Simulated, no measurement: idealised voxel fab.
Title: Process Module voxel capacitor over wiring
Square cell edge 5 nm, section width 205 nm, ID cut.
The cross-sections in this document take the form of a grid made of square cells. They are written out as bands, in order from top to bottom. Each band consists of one or more rows of cells.
Heads up on the band format: heights come first, top then bottom, in nm. After that it's the materials left to right, each with its width in nm. A single material flagged "edge to edge" fills the whole band edge to edge, and "air" means there's empty space there.
Counting heights begins at 0, where everything beneath is, in the wafer as received, one material. The lowest band has no bottom; it goes on downwards, as "0..down" shows.
A width such as "30..40" changes by the same amount from each row of cells to the next, from the band's top row to its bottom row.
It should be understood that the words "no change", when stated for a given step, signify that the cross-section underwent no change in any of its cells during that step.
Closed-off voids of 8+ cells (no open route to the top) go in "Entrapped void list", written width x height at distance from the left edge, in nm.
Note: text after step settings on the step line = simulator remark on that step.
The "overlay nm" setting may appear on a step's line; for a step that uses a mask, it gives how far to the right of its planned position the mask lay, and a negative value indicates the left.

These are the steps we planned for the process:
- 1: RECEIVE | material Si
- 2: CONFORMAL_DEP | material SiO2 | thk nm 10
- 3: DIRECTIONAL_DEP | material TiN | thk nm 5
- 4: DIRECTIONAL_DEP | material Ru | thk nm 20
- 5: MASKED_ETCH | tone cover | mask id METAL_1 | width nm 15 | pitch nm 90 | etch materials Ru | depth nm 20 | overlay nm 0
- 6: MASKED_ETCH | tone cover | mask id METAL_1 | width nm 25 | pitch nm 90 | etch materials TiN | depth nm 5 | overlay nm 0
- 7: CONFORMAL_DEP | material SiN | thk nm 5
- 8: FILL_DEP | material SiO2 | thk nm 10
- 9: CMP | height nm 35
- 10: CONFORMAL_DEP | material SiCN | thk nm 5
- 11: DIRECTIONAL_DEP | material lowk | thk nm 20
- 12: DIRECTIONAL_DEP | material aC | thk nm 10
- 13: PATTERN | tone open | mask id PLUG_1 | material resist | width nm 15 | thk nm 30 | overlay nm 0
- 14: DIRECTIONAL_ETCH | etch materials aC | depth nm 10
- 15: STRIP | etch materials resist
- 16: DIRECTIONAL_ETCH | etch materials lowk | depth nm 20
- 17: DIRECTIONAL_ETCH | etch materials SiCN | depth nm 5
- 18: STRIP | etch materials aC
- 19: EPI | material Ru | thk nm 10
- 20: EPI | material Ru | thk nm 10
- 21: EPI | material Ru | thk nm 5
- 22: DIRECTIONAL_DEP | material TiN | thk nm 10
- 23: DIRECTIONAL_DEP | material SiN | thk nm 5
- 24: DIRECTIONAL_DEP | material TiN | thk nm 5
- 25: PATTERN | tone cover | mask id UPPER_PLATE | material resist | width nm 70 | thk nm 15 | overlay nm 0
- 26: DIRECTIONAL_ETCH | etch materials TiN | depth nm 5
- 27: DIRECTIONAL_ETCH | etch materials SiN | depth nm 5
- 28: STRIP | etch materials resist
- 29: DIRECTIONAL_DEP | material aC | thk nm 15
- 30: PATTERN | tone cover | mask id LOWER_PLATE | material resist | width nm 80 | thk nm 30 | overlay nm 0
- 31: DIRECTIONAL_ETCH | etch materials aC | depth nm 15
- 32: STRIP | etch materials resist
- 33: DIRECTIONAL_ETCH | etch materials TiN | depth nm 10
- 34: STRIP | etch materials aC
- 35: FILL_DEP | material SiO2 | thk nm 20
- 36: CMP | height nm 95
- 37: MASKED_ETCH | tone open | mask id PLUG_2 | width nm 15 | etch materials SiO2 | depth nm 15 | overlay nm 0
- 38: CONFORMAL_DEP | material TiN | thk nm 5
- 39: FILL_DEP | material W | thk nm 10
- 40: CMP | height nm 95
- 41: CONFORMAL_DEP | material SiN | thk nm 5
The value of width nm given for step 5 in the plan refers to the first wafer; the wafers vary in this setting and are alike at the start.

Cross-section of the first of several wafers on receipt, reflecting completion of step 1:
    0..down = Si edge to edge
    Entrapped void list: none

End-of-module cross-section, first of several wafers, after last step 41:
    100..95 = SiN edge to edge
    95..85 = SiO2 65, TiN 5, W 5, TiN 5, SiO2 125
    85..75 = SiO2 65..55, TiN 15..70, SiO2 125..80
    75..70 = SiO2 55, SiN 70, SiO2 80
    70..60 = SiO2 50, TiN 80, SiO2 75
    60..40 = lowk 55, Ru 15, lowk 135
    40..35 = SiCN 55, Ru 15, SiCN 135
    35..20 = SiO2 45, SiN 5, Ru 15, SiN 5, SiO2 65, SiN 5, Ru 15, SiN 5, SiO2 45
    20..15 = SiO2 40, SiN 10, Ru 15, SiN 10, SiO2 55, SiN 10, Ru 15, SiN 10, SiO2 40
    15..10 = SiN 45, TiN 25, SiN 65, TiN 25, SiN 45
    10..0 = SiO2 edge to edge
    0..down = Si edge to edge
    Entrapped void list: none

End of module: cross-section, last of several wafers:
    100..95 = SiN edge to edge
    95..85 = SiO2 65, TiN 5, W 5, TiN 5, SiO2 125
    85..75 = SiO2 65..55, TiN 15..70, SiO2 125..80
    75..70 = SiO2 55, SiN 70, SiO2 80
    70..60 = SiO2 50, TiN 80, SiO2 75
    60..40 = lowk 55, Ru 15, lowk 135
    40..35 = SiCN 55, Ru 15, SiCN 135
    35..15 = SiO2 35, SiN 5, Ru 40, SiN 5, SiO2 40, SiN 5, Ru 40, SiN 5, SiO2 30
    15..10 = SiN 40, TiN 40, SiN 50, TiN 40, SiN 35
    10..0 = SiO2 edge to edge
    0..down = Si edge to edge
    Entrapped void list: none

Row per wafer, end-of-module: cell gain (+)/loss (-) by material since the wafer came in, then closed voids:
width nm 15; +39 Ru; +38 SiCN; +106 SiN; +420 SiO2; +63 TiN; +2 W; +152 lowk; Entrapped void list: none
width nm 20; +47 Ru; +38 SiCN; +104 SiN; +414 SiO2; +63 TiN; +2 W; +152 lowk; Entrapped void list: none
width nm 25; +55 Ru; +38 SiCN; +102 SiN; +408 SiO2; +63 TiN; +2 W; +152 lowk; Entrapped void list: none
width nm 30; +63 Ru; +38 SiCN; +100 SiN; +400 SiO2; +65 TiN; +2 W; +152 lowk; Entrapped void list: none
width nm 35; +71 Ru; +38 SiCN; +98 SiN; +392 SiO2; +67 TiN; +2 W; +152 lowk; Entrapped void list: none
width nm 40; +79 Ru; +38 SiCN; +96 SiN; +384 SiO2; +69 TiN; +2 W; +152 lowk; Entrapped void list: none
